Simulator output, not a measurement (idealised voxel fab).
process module | voxel transistor to metal
cross-section cut | 290 nm wide | cells 5 nm
A cross-section is a grid of square cells, given in bands from the top down. A band is one or more rows of cells.
Each band's line starts with the height of the band's top and of its bottom, in nm. Then come its materials from left to right, each with its width in nm. One material with "throughout" fills the band from edge to edge. "air" is empty space.
Height 0 is the level under which the wafer as received is all one material. The lowest band goes on downwards, as in "0 down".
A width such as "30 to 40" changes by the same amount from each row of cells to the next, from the band's top row to its bottom row.
"no change" after a step means that no cell of the cross-section changed.
closed voids: empty space of 8 cells or more with no open way to the top, each as width x height at its distance from the left edge, in nm
after a step's settings: what the simulator itself notes on the step
overlay nm, on a step with a mask: how far to the right of its planned place the mask lay; to the left if negative
plan
1 op RECEIVE | material Si
2 op CONFORMAL_DEP | material SiO2 | thk nm 5
3 op CONFORMAL_DEP | material SiN | thk nm 15
4 op DIRECTIONAL_DEP | material aC | thk nm 10
5 op PATTERN | tone cover | mask id ACTIVE | material resist | width nm 105 | pitch nm 135 | thk nm 30 | overlay nm 0
6 op DIRECTIONAL_ETCH | etch materials aC | depth nm 10
7 op STRIP | etch materials resist
8 op DIRECTIONAL_ETCH | etch materials SiN | depth nm 15
9 op DIRECTIONAL_ETCH | etch materials SiO2 | depth nm 5
10 op DIRECTIONAL_ETCH | etch materials Si | depth nm 35
11 op STRIP | etch materials aC
12 op OXIDIZE | depth nm 5
13 op FILL_DEP | material SiO2 | thk nm 15
14 op CMP | height nm 20
15 op SELECTIVE_ETCH | etch materials SiO2 | depth nm 10
16 op STRIP | etch materials SiN
17 op SELECTIVE_ETCH | etch materials SiO2 | depth nm 5
18 op OXIDIZE | depth nm 5
19 op DIRECTIONAL_DEP | material polySi | thk nm 25
20 op DIRECTIONAL_DEP | material SiCN | thk nm 10
21 op MASKED_ETCH | tone cover | mask id GATE | width nm 25 | pitch nm 135 | etch materials SiCN | depth nm 20 | overlay nm 0
22 op MASKED_ETCH | tone cover | mask id GATE | width nm 25 | pitch nm 135 | etch materials polySi | depth nm 35 | overlay nm 0
23 op CONFORMAL_DEP | material SiO2 | thk nm 5
24 op DIRECTIONAL_ETCH | etch materials SiO2 | depth nm 5
25 op CONFORMAL_DEP | material SiN | thk nm 10
26 op DIRECTIONAL_ETCH | etch materials SiN | depth nm 10
27 op DIRECTIONAL_ETCH | etch materials SiO2 | depth nm 5
28 op DIRECTIONAL_ETCH | etch materials Si | depth nm 10
29 op EPI | material pSi | thk nm 15
30 op FILL_DEP | material SiO2 | thk nm 10
31 op CMP | height nm 25
32 op STRIP | etch materials polySi
33 op SELECTIVE_ETCH | etch materials SiO2 | depth nm 5
34 op CONFORMAL_DEP | material HfO2 | thk nm 5
35 op CONFORMAL_DEP | material TiN | thk nm 5
36 op FILL_DEP | material W | thk nm 10
37 op CMP | height nm 20
38 op DIRECTIONAL_DEP | material SiO2 | thk nm 10
39 op DIRECTIONAL_DEP | material aC | thk nm 15
40 op PATTERN | tone open | mask id CONTACT | material resist | width nm 20 | thk nm 35 | overlay nm 0
41 op DIRECTIONAL_ETCH | etch materials aC | depth nm 15
42 op STRIP | etch materials resist
43 op DIRECTIONAL_ETCH | etch materials SiO2 | depth nm 20
44 op STRIP | etch materials aC
45 op CONFORMAL_DEP | material TiN | thk nm 5
46 op FILL_DEP | material Ru | thk nm 5
47 op CMP | height nm 30
48 op DIRECTIONAL_DEP | material TiN | thk nm 5
49 op DIRECTIONAL_DEP | material W | thk nm 20
50 op DIRECTIONAL_DEP | material aC | thk nm 10
51 op PATTERN | tone cover | mask id METAL_1 | material resist | width nm 20 | thk nm 25 | overlay nm 0
52 op DIRECTIONAL_ETCH | etch materials aC | depth nm 10
53 op STRIP | etch materials resist
54 op DIRECTIONAL_ETCH | etch materials W | depth nm 20
55 op DIRECTIONAL_ETCH | etch materials TiN | depth nm 5
56 op STRIP | etch materials aC
57 op FILL_DEP | material lowk | thk nm 10
58 op CMP | height nm 55
59 op CONFORMAL_DEP | material SiCN | thk nm 5
60 op DIRECTIONAL_DEP | material SiO2 | thk nm 35
61 op MASKED_ETCH | tone open | mask id METAL_2_HOLES | width nm 15 | pitch nm 135 | etch materials SiO2 | depth nm 35 | overlay nm 0
62 op DIRECTIONAL_DEP | material aC | thk nm 10
63 op PATTERN | tone open | mask id METAL_2 | material resist | width nm 20 | pitch nm 135 | thk nm 25 | overlay nm 0
64 op DIRECTIONAL_ETCH | etch materials aC | depth nm 10
65 op STRIP | etch materials resist
66 op DIRECTIONAL_ETCH | etch materials SiO2 | depth nm 20
67 op DIRECTIONAL_ETCH | etch materials SiCN | depth nm 5
68 op STRIP | etch materials aC
69 op CONFORMAL_DEP | material TiN | thk nm 5
70 op FILL_DEP | material Cu | thk nm 10
71 op CMP | height nm 95
72 op CONFORMAL_DEP | material SiN | thk nm 5
as received, after step 1
  0 down: Si throughout
  closed voids: none
a wafer at the end: this start, this plan, one mistake
  100 to 95: SiN throughout
  95 to 80: SiO2 30 | TiN 5 | Cu 5 | TiN 5 | SiO2 120 | TiN 5 | Cu 5 | TiN 5 | SiO2 110
  80 to 75: SiO2 30 | TiN 15 | SiO2 120 | TiN 15 | SiO2 110
  75 to 60: SiO2 throughout
  60 to 55: SiCN throughout
  55 to 35: lowk 30 | W 20 | lowk 55 | W 20 | lowk 40 | W 20 | lowk 55 | W 20 | lowk 30
  35 to 30: lowk 30 | TiN 20 | lowk 55 | TiN 20 | lowk 40 | TiN 20 | lowk 55 | TiN 20 | lowk 30
  30 to 20: SiO2 30 | TiN 5 | Ru 10 | TiN 5 | SiO2 55 | TiN 5 | Ru 10 | TiN 5 | SiO2 40 | TiN 5 | Ru 10 | TiN 5 | SiO2 55 | TiN 5 | Ru 10 | TiN 5 | SiO2 30
  20 to 15: SiO2 30 | TiN 5 | Ru 10 | TiN 5 | SiN 10 | HfO2 5 | TiN 5 | W 15 | TiN 5 | HfO2 5 | SiN 10 | TiN 5 | Ru 10 | TiN 5 | SiO2 40 | TiN 5 | Ru 10 | TiN 5 | SiN 10 | HfO2 5 | TiN 5 | W 15 | TiN 5 | HfO2 5 | SiN 10 | TiN 5 | Ru 10 | TiN 5 | SiO2 30
  15 to 10: SiO2 30 | TiN 20 | SiN 10 | HfO2 5 | TiN 5 | W 15 | TiN 5 | HfO2 5 | SiN 10 | TiN 20 | SiO2 40 | TiN 20 | SiN 10 | HfO2 5 | TiN 5 | W 15 | TiN 5 | HfO2 5 | SiN 10 | TiN 20 | SiO2 30
  10 to 5: SiO2 30 | pSi 20 | SiN 10 | HfO2 5 | TiN 5 | W 15 | TiN 5 | HfO2 5 | SiN 10 | pSi 20 | SiO2 40 | pSi 20 | SiN 10 | HfO2 5 | TiN 5 | W 15 | TiN 5 | HfO2 5 | SiN 10 | pSi 20 | SiO2 30
  5 to 0: SiO2 25 | SiN 10 | pSi 15 | SiN 10 | HfO2 5 | TiN 25 | HfO2 5 | SiN 10 | pSi 15 | SiN 10 | SiO2 30 | SiN 10 | pSi 15 | SiN 10 | HfO2 5 | TiN 25 | HfO2 5 | SiN 10 | pSi 15 | SiN 10 | SiO2 25
  0 to -5: SiO2 35 | pSi 15 | SiO2 10 | HfO2 35 | SiO2 10 | pSi 15 | SiO2 50 | pSi 15 | SiO2 10 | HfO2 35 | SiO2 10 | pSi 15 | SiO2 35
  -5 to -15: SiO2 30 | Si 5 | pSi 15 | Si 55 | pSi 15 | Si 5 | SiO2 40 | Si 5 | pSi 15 | Si 55 | pSi 15 | Si 5 | SiO2 30
  -15 to -40: SiO2 30 | Si 95 | SiO2 40 | Si 95 | SiO2 30
  -40 down: Si throughout
  closed voids: none
what went wrong: step 60 was run twice
